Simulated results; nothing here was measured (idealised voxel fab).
process module | voxel ribs on slabs
cross-section cut | 270 nm wide | cells 5 nm
A cross-section is a grid of square cells, given in bands from the top down. A band is one or more rows of cells.
Each band's line starts with the height of the band's top and of its bottom, in nm. Then come its materials from left to right, each with its width in nm. One material with "throughout" fills the band from edge to edge. "air" is empty space.
Height 0 is the level under which the wafer as received is all one material. The lowest band goes on downwards, as in "0 down".
A width such as "30 to 40" changes by the same amount from each row of cells to the next, from the band's top row to its bottom row.
"no change" after a step means that no cell of the cross-section changed.
closed voids: empty space of 8 cells or more with no open way to the top, each as width x height at its distance from the left edge, in nm
after a step's settings: what the simulator itself notes on the step
overlay nm, on a step with a mask: how far to the right of its planned place the mask lay; to the left if negative
plan
1 op RECEIVE | material Si
2 op DIRECTIONAL_DEP | material SiO2 | thk nm 30
3 op DIRECTIONAL_DEP | material polySi | thk nm 20
4 op PATTERN | tone cover | mask id RIB | material resist | width nm 30 | thk nm 20 | overlay nm 0
5 op DIRECTIONAL_ETCH | etch materials polySi | depth nm 10
6 op STRIP | etch materials resist
7 op MASKED_ETCH | tone cover | mask id SLAB | width nm 60 | etch materials polySi | depth nm 10 | overlay nm 0
8 op FILL_DEP | material SiO2 | thk nm 20
9 op CMP | height nm 60
10 op DIRECTIONAL_DEP | material W | thk nm 5
11 op MASKED_ETCH | tone cover | mask id HEATER | width nm 40 | etch materials W | depth nm 5 | overlay nm 0
12 op CONFORMAL_DEP | material SiO2 | thk nm 5
first wafer, as planned
as received, after step 1
  0 down: Si throughout
  closed voids: none
after step 2
  30 to 0: SiO2 throughout
  below 0: unchanged
after step 3
  50 to 30: polySi throughout
  below 30: unchanged
after step 4
  70 to 50: air 120 | resist 30 | air 120
  below 50: unchanged
after step 5
  70 to 50: air 120 | resist 30 | air 120
  50 to 40: air 120 | polySi 30 | air 120
  below 40: unchanged
after step 6
  50 to 40: air 120 | polySi 30 | air 120
  below 40: unchanged
after step 7
  50 to 40: air 120 | polySi 30 | air 120
  40 to 30: air 105 | polySi 60 | air 105
  below 30: unchanged
after step 8
  70 to 50: SiO2 throughout
  50 to 40: SiO2 120 | polySi 30 | SiO2 120
  40 to 30: SiO2 105 | polySi 60 | SiO2 105
  below 30: unchanged
after step 9
  60 to 50: SiO2 throughout
  below 50: unchanged
after step 10
  65 to 60: W throughout
  below 60: unchanged
after step 11
  65 to 60: air 115 | W 40 | air 115
  below 60: unchanged
after step 12
  70 to 65: air 110 | SiO2 50 | air 110
  65 to 60: SiO2 115 | W 40 | SiO2 115
  below 60: unchanged
second wafer: like start, like plan, one mistake. Through step 2 it matches the first wafer
when step 3 should have ended
  45 to 30: polySi throughout
  below 30: unchanged
when step 4 should have ended
  65 to 45: air 120 | resist 30 | air 120
  below 45: unchanged
when step 5 should have ended
  65 to 45: air 120 | resist 30 | air 120
  45 to 35: air 120 | polySi 30 | air 120
  below 35: unchanged
when step 6 should have ended
  45 to 35: air 120 | polySi 30 | air 120
  below 35: unchanged
when step 7 should have ended
  45 to 35: air 120 | polySi 30 | air 120
  35 to 30: air 105 | polySi 60 | air 105
  below 30: unchanged
when step 8 should have ended
  65 to 45: SiO2 throughout
  45 to 35: SiO2 120 | polySi 30 | SiO2 120
  35 to 30: SiO2 105 | polySi 60 | SiO2 105
  below 30: unchanged
when step 9 should have ended
  60 to 45: SiO2 throughout
  below 45: unchanged
when step 10 should have ended
  65 to 60: W throughout
  below 60: unchanged
when step 11 should have ended
  65 to 60: air 115 | W 40 | air 115
  below 60: unchanged
when step 12 should have ended
  70 to 65: air 110 | SiO2 50 | air 110
  65 to 60: SiO2 115 | W 40 | SiO2 115
  below 60: unchanged
what went wrong: step 3 ran as: op DIRECTIONAL_DEP | material polySi | thk nm 15
at the end the second wafer has, in cells: 12 more of SiO2 | 12 fewer of polySi
